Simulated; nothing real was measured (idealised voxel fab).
The following process module bears the name voxel fin reveal.
Square cells of 5 nm make up the cross-section cut, whose width is 200 nm.
If you're reading a cross-section in this doc, picture square cells in a grid; it comes to you as bands, top ones listed first down to the bottom, and a band can be one or more rows of cells. Per band: top height and bottom height in nm, followed by the left-to-right materials and their widths in nm; "full width" marks a single material spanning edge to edge, "empty" marks empty space. Where do heights start? At 0: under that level the wafer as delivered is made of one material only. And the lowest band has no floor; it just carries on downward, as in "0..down". It should be noted that a width expressed as "30..40" varies in equal increments from row to row of cells within the band, taking the value of the first number at the top row and that of the second number at the bottom row. "remained the same" means the step left every cell of the cross-section as it was. Empty spaces counting at least 8 cells and having no open way to the top are listed in "Closed void register". The notation width x height at distance is used for each, the distance being from the left edge and all three values in nm. Text after the settings on a step's line: the simulator's own remark on that step. overlay nm: on a step with a mask, how far right of its planned place the mask lay; negative means left.

These are the steps we planned for the process:
1. RECEIVE, material Si
2. CONFORMAL_DEP, material SiN, thk nm 5
3. PATTERN, tone cover, mask id FINS, material resist, width nm 15, pitch nm 45, thk nm 20, overlay nm 0
4. DIRECTIONAL_ETCH, etch materials SiN, depth nm 5
5. DIRECTIONAL_ETCH, etch materials Si, depth nm 40
6. STRIP, etch materials resist
7. OXIDIZE, depth nm 5
8. FILL_DEP, material SiO2, thk nm 5
9. CMP, height nm 5
10. SELECTIVE_ETCH, etch materials SiO2, depth nm 35
11. STRIP, etch materials SiN

Wafer, first of two, run as planned:

Cross-section of the wafer as it came to us, i.e., already through step 1:
  0..down: Si full width
  Closed void register: none

Upon completion of step 2, the wafer appears in cross-section as shown:
  5..0: SiN full width
  Unchanged below 0.

Upon completion of step 3, the wafer appears in cross-section as shown:
  25..5: empty: 45 / resist: 15 / empty: 30 / resist: 15 / empty: 30 / resist: 15 / empty: 50
  Unchanged below 5.

Upon completion of step 4, the wafer appears in cross-section as shown:
  25..5: empty: 45 / resist: 15 / empty: 30 / resist: 15 / empty: 30 / resist: 15 / empty: 50
  5..0: empty: 45 / SiN: 15 / empty: 30 / SiN: 15 / empty: 30 / SiN: 15 / empty: 50
  Unchanged below 0.

Upon completion of step 5, the wafer appears in cross-section as shown:
  25..5: empty: 45 / resist: 15 / empty: 30 / resist: 15 / empty: 30 / resist: 15 / empty: 50
  5..0: empty: 45 / SiN: 15 / empty: 30 / SiN: 15 / empty: 30 / SiN: 15 / empty: 50
  0..-40: empty: 45 / Si: 15 / empty: 30 / Si: 15 / empty: 30 / Si: 15 / empty: 50
  Unchanged below -40.

Upon completion of step 6, the wafer appears in cross-section as shown:
  5..0: empty: 45 / SiN: 15 / empty: 30 / SiN: 15 / empty: 30 / SiN: 15 / empty: 50
  Unchanged below 0.

Upon completion of step 7, the wafer appears in cross-section as shown:
  5..0: empty: 45 / SiN: 15 / empty: 30 / SiN: 15 / empty: 30 / SiN: 15 / empty: 50
  0..-40: empty: 45 / SiO2: 5 / Si: 5 / SiO2: 5 / empty: 30 / SiO2: 5 / Si: 5 / SiO2: 5 / empty: 30 / SiO2: 5 / Si: 5 / SiO2: 5 / empty: 50
  -40..-45: SiO2: 50 / Si: 5 / SiO2: 40 / Si: 5 / SiO2: 40 / Si: 5 / SiO2: 55
  Unchanged below -45.

Upon completion of step 8, the wafer appears in cross-section as shown:
  10..5: SiO2 full width
  5..0: SiO2: 45 / SiN: 15 / SiO2: 30 / SiN: 15 / SiO2: 30 / SiN: 15 / SiO2: 50
  0..-45: SiO2: 50 / Si: 5 / SiO2: 40 / Si: 5 / SiO2: 40 / Si: 5 / SiO2: 55
  Unchanged below -45.

Upon completion of step 9, the wafer appears in cross-section as shown:
  5..0: SiO2: 45 / SiN: 15 / SiO2: 30 / SiN: 15 / SiO2: 30 / SiN: 15 / SiO2: 50
  Unchanged below 0.

Upon completion of step 10, the wafer appears in cross-section as shown:
  5..0: empty: 45 / SiN: 15 / empty: 30 / SiN: 15 / empty: 30 / SiN: 15 / empty: 50
  0..-30: empty: 50 / Si: 5 / empty: 40 / Si: 5 / empty: 40 / Si: 5 / empty: 55
  Unchanged below -30.

Upon completion of step 11, the wafer appears in cross-section as shown:
  0..-30: empty: 50 / Si: 5 / empty: 40 / Si: 5 / empty: 40 / Si: 5 / empty: 55
  Unchanged below -30.

Wafer two. Same start, same plan, one slip in execution. Same as wafer one through step 4, inclusive:

Cross-section: second wafer, time at which step 5 was scheduled to end:
  25..5: empty: 45 / resist: 15 / empty: 30 / resist: 15 / empty: 30 / resist: 15 / empty: 50
  5..0: empty: 45 / SiN: 15 / empty: 30 / SiN: 15 / empty: 30 / SiN: 15 / empty: 50
  0..-30: empty: 45 / Si: 15 / empty: 30 / Si: 15 / empty: 30 / Si: 15 / empty: 50
  Unchanged below -30.

Cross-section: second wafer, time at which step 6 was scheduled to end:
  5..0: empty: 45 / SiN: 15 / empty: 30 / SiN: 15 / empty: 30 / SiN: 15 / empty: 50
  Unchanged below 0.

Cross-section: second wafer, time at which step 7 was scheduled to end:
  5..0: empty: 45 / SiN: 15 / empty: 30 / SiN: 15 / empty: 30 / SiN: 15 / empty: 50
  0..-30: empty: 45 / SiO2: 5 / Si: 5 / SiO2: 5 / empty: 30 / SiO2: 5 / Si: 5 / SiO2: 5 / empty: 30 / SiO2: 5 / Si: 5 / SiO2: 5 / empty: 50
  -30..-35: SiO2: 50 / Si: 5 / SiO2: 40 / Si: 5 / SiO2: 40 / Si: 5 / SiO2: 55
  Unchanged below -35.

Cross-section: second wafer, time at which step 8 was scheduled to end:
  10..5: SiO2 full width
  5..0: SiO2: 45 / SiN: 15 / SiO2: 30 / SiN: 15 / SiO2: 30 / SiN: 15 / SiO2: 50
  0..-35: SiO2: 50 / Si: 5 / SiO2: 40 / Si: 5 / SiO2: 40 / Si: 5 / SiO2: 55
  Unchanged below -35.

Cross-section: second wafer, time at which step 9 was scheduled to end:
  5..0: SiO2: 45 / SiN: 15 / SiO2: 30 / SiN: 15 / SiO2: 30 / SiN: 15 / SiO2: 50
  Unchanged below 0.

Cross-section: second wafer, time at which step 10 was scheduled to end:
  5..0: empty: 45 / SiN: 15 / empty: 30 / SiN: 15 / empty: 30 / SiN: 15 / empty: 50
  0..-30: empty: 50 / Si: 5 / empty: 40 / Si: 5 / empty: 40 / Si: 5 / empty: 55
  Unchanged below -30.

Cross-section: second wafer, time at which step 11 was scheduled to end:
  0..-30: empty: 50 / Si: 5 / empty: 40 / Si: 5 / empty: 40 / Si: 5 / empty: 55
  Unchanged below -30.
Diagnosis: heads up, step 5 didn't go per plan, it actually ran as DIRECTIONAL_ETCH, etch materials Si, depth nm 30
Wrapping up, a cell-based count of both wafers puts the second over or under the first for these materials: 74 more of Si, 74 fewer of SiO2
